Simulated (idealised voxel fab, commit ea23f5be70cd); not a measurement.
The process module that follows is named voxel self aligned vias.
Cross-sectional view cut (width: 255 nm; square cell size: 5 nm).
For the purposes of this document, a cross-section shall be understood as a grid of square cells, specified as bands listed in top-to-bottom order, each band consisting of one or more rows of cells.
Each band's line starts with the height of the band's top and of its bottom, in nm. Then come its materials from left to right, each with its width in nm. One material with "everywhere" fills the band from edge to edge. "empty" is empty space.
Heads up on the height convention: 0 is the point under which the incoming wafer is all one material, and the lowest band has no bottom, it just keeps going down, like "top 0, no bottom".
With a width like "30 to 40", each row of cells in the band differs from the next by the same amount, the top row carrying the first number and the bottom row the second.
You'll sometimes find "remains unaltered" written for a step, and that's the way of saying that nowhere in the cross-section did a cell change during that step.
Basically, "Trapped voids" tells you about the enclosed voids: empty spaces with no open way to the top, 8 cells or bigger, each written width x height at distance, where distance is from the left edge, all in nm.
On each step's line, the part that comes after the settings is the simulator's own comment on the step.
The setting "overlay nm" may be written on the line of a step. When the step uses a mask, the value reports how far to the right of the planned place the mask lay, and a negative value reports that it lay to the left.
Planned step list for the process:
1: op RECEIVE | material Si
2: op CONFORMAL_DEP | material SiO2 | thk nm 10
3: op CONFORMAL_DEP | material SiCN | thk nm 5
4: op DIRECTIONAL_DEP | material SiO2 | thk nm 20
5: op DIRECTIONAL_DEP | material aC | thk nm 15
6: op PATTERN | tone open | mask id LINES | material resist | width nm 30 | pitch nm 55 | thk nm 35 | overlay nm 0
7: op DIRECTIONAL_ETCH | etch materials aC | depth nm 15
8: op STRIP | etch materials resist
9: op DIRECTIONAL_ETCH | etch materials SiO2 | depth nm 20
10: op STRIP | etch materials aC
11: op CONFORMAL_DEP | material TiN | thk nm 5
12: op FILL_DEP | material Ru | thk nm 5
13: op CMP | height nm 35
14: op SELECTIVE_ETCH | etch materials W Ru TiN | depth nm 5
15: op FILL_DEP | material SiN | thk nm 10
16: op CMP | height nm 35
17: op DIRECTIONAL_DEP | material SiO2 | thk nm 20
18: op PATTERN | tone open | mask id VIAS | material resist | width nm 40 | pitch nm 110 | thk nm 20 | overlay nm 0
19: op DIRECTIONAL_ETCH | etch materials SiO2 | depth nm 20
20: op DIRECTIONAL_ETCH | etch materials SiN | depth nm 5
21: op STRIP | etch materials resist
22: op CONFORMAL_DEP | material TiN | thk nm 5
23: op FILL_DEP | material W | thk nm 5
24: op CMP | height nm 55
25: op CONFORMAL_DEP | material SiCN | thk nm 5
So this is the incoming wafer in cross-section - it's already been through step 1:
    top 0, no bottom  Si everywhere
    Trapped voids: none
Cross-section taken at module completion on the first of two wafers; processed per the plan:
    top 60, bottom 55  SiCN everywhere
    top 55, bottom 40  SiO2=50; TiN=5; W=30; TiN=5; SiO2=70; TiN=5; W=30; TiN=5; SiO2=55
    top 40, bottom 35  SiO2=50; TiN=10; W=20; TiN=10; SiO2=70; TiN=10; W=20; TiN=10; SiO2=55
    top 35, bottom 30  SiO2=55; TiN=30; SiO2=25; SiN=30; SiO2=25; TiN=30; SiO2=60
    top 30, bottom 20  SiO2=55; TiN=5; Ru=20; TiN=5; SiO2=25; TiN=5; Ru=20; TiN=5; SiO2=25; TiN=5; Ru=20; TiN=5; SiO2=60
    top 20, bottom 15  SiO2=55; TiN=30; SiO2=25; TiN=30; SiO2=25; TiN=30; SiO2=60
    top 15, bottom 10  SiCN everywhere
    top 10, bottom 0  SiO2 everywhere
    top 0, no bottom  Si everywhere
    Trapped voids: none
This cross-section belongs to the second wafer of two at the end of the module; the start and the plan were shared with the first, and the run included one mistake:
    top 60, bottom 55  SiCN everywhere
    top 55, bottom 40  SiO2=50; TiN=5; W=30; TiN=5; SiO2=70; TiN=5; W=30; TiN=5; SiO2=55
    top 40, bottom 35  SiO2=50; TiN=5; W=15; TiN=20; SiO2=70; TiN=5; W=15; TiN=20; SiO2=55
    top 35, bottom 30  SiO2=45; SiN=5; TiN=25; SiO2=25; SiN=30; SiO2=25; SiN=5; TiN=25; SiO2=70
    top 30, bottom 20  SiO2=45; TiN=5; Ru=20; TiN=5; SiO2=25; TiN=5; Ru=20; TiN=5; SiO2=25; TiN=5; Ru=20; TiN=5; SiO2=70
    top 20, bottom 15  SiO2=45; TiN=30; SiO2=25; TiN=30; SiO2=25; TiN=30; SiO2=70
    top 15, bottom 10  SiCN everywhere
    top 10, bottom 0  SiO2 everywhere
    top 0, no bottom  Si everywhere
    Trapped voids: none
Deviation from plan: for step 6, the planned setting was not used; the step was instead run as op PATTERN | tone open | mask id LINES | material resist | width nm 30 | pitch nm 55 | thk nm 35 | overlay nm -10
Final difference in cells, second wafer against first, listed per material as more or fewer: +2 SiN, -2 W
